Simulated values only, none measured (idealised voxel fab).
This section sets out a process module, namely voxel released beams.
Xsec cut, 250 nm wide, square cell size 5 nm.
Cross-section spec: square-cell grid; bands listed top down; each band is one or more rows. Each band's line starts with the height of the band's top and of its bottom, in nm. Then come its materials from left to right, each with its width in nm. One material with "edge to edge" fills the band from edge to edge. "blank" is empty space. Height datum 0, below which the as-received substrate wafer is one material. Lowest band open at the bottom, running downward: "0 nm and below". Width: "30 to 40" (first number = top row, second number = bottom row, same change from row to row of cells). The designation "remained unchanged", where it is given for a processing step, indicates that no cell of the cross-section was altered in the course of that step. The list in "Voids, sealed" covers empty spaces of 8 cells or more that cannot reach the top through any open way, and it gives each as width x height at distance; the distance is from the left edge, and width, height and distance are in nm. That trailing text on a step's line, after the settings, is the simulator's own remark on the step. If you see "overlay nm" on a step's line and that step has a mask, it's telling you how far right of where it was planned the mask ended up; a negative number means it went left instead.

[Process steps foreseen in the plan]
1) RECEIVE,material Si
2) CONFORMAL_DEP,material Al2O3,thk nm 5
3) DIRECTIONAL_DEP,material SiO2,thk nm 10
4) PATTERN,tone open,mask id ANCHOR,material resist,width nm 30,thk nm 15,overlay nm 0
5) DIRECTIONAL_ETCH,etch materials SiO2,depth nm 10
6) STRIP,etch materials resist
7) CONFORMAL_DEP,material SiN,thk nm 10
8) PATTERN,tone cover,mask id BEAM,material resist,width nm 100,thk nm 15,overlay nm 0
9) DIRECTIONAL_ETCH,etch materials SiN,depth nm 10
10) STRIP,etch materials resist
11) STRIP,etch materials SiO2

[Cross-section: wafer on arrival = after step 1]
    0 nm and below  Si edge to edge
    Voids, sealed: none

[The first of two wafers, cross-sectioned at the end of the module, with the run proceeding as planned]
    25 nm to 15 nm  blank=70  SiN=15  blank=10  SiN=75  blank=80
    15 nm to 5 nm  blank=75  SiN=30  blank=145
    5 nm to 0 nm  Al2O3 edge to edge
    0 nm and below  Si edge to edge
    Voids, sealed: none

[Cross-sectional image of the second wafer of the two following completion of the module. Starting state and process plan were the same as for the first wafer; one execution error occurred]
    20 nm to 15 nm  blank=70  SiN=15  blank=10  SiN=75  blank=80
    15 nm to 5 nm  blank=70 to 75  SiN=100 to 30  blank=80 to 145
    5 nm to 0 nm  Al2O3 edge to edge
    0 nm and below  Si edge to edge
    Voids, sealed: none
Error vs. plan: step 3, actual vs plan mismatch, actual run DIRECTIONAL_DEP,material SiO2,thk nm 5
It is noted that, at the conclusion of processing, the second wafer exhibits a higher or lower cell count for certain materials relative to the first: SiN: 4 fewer
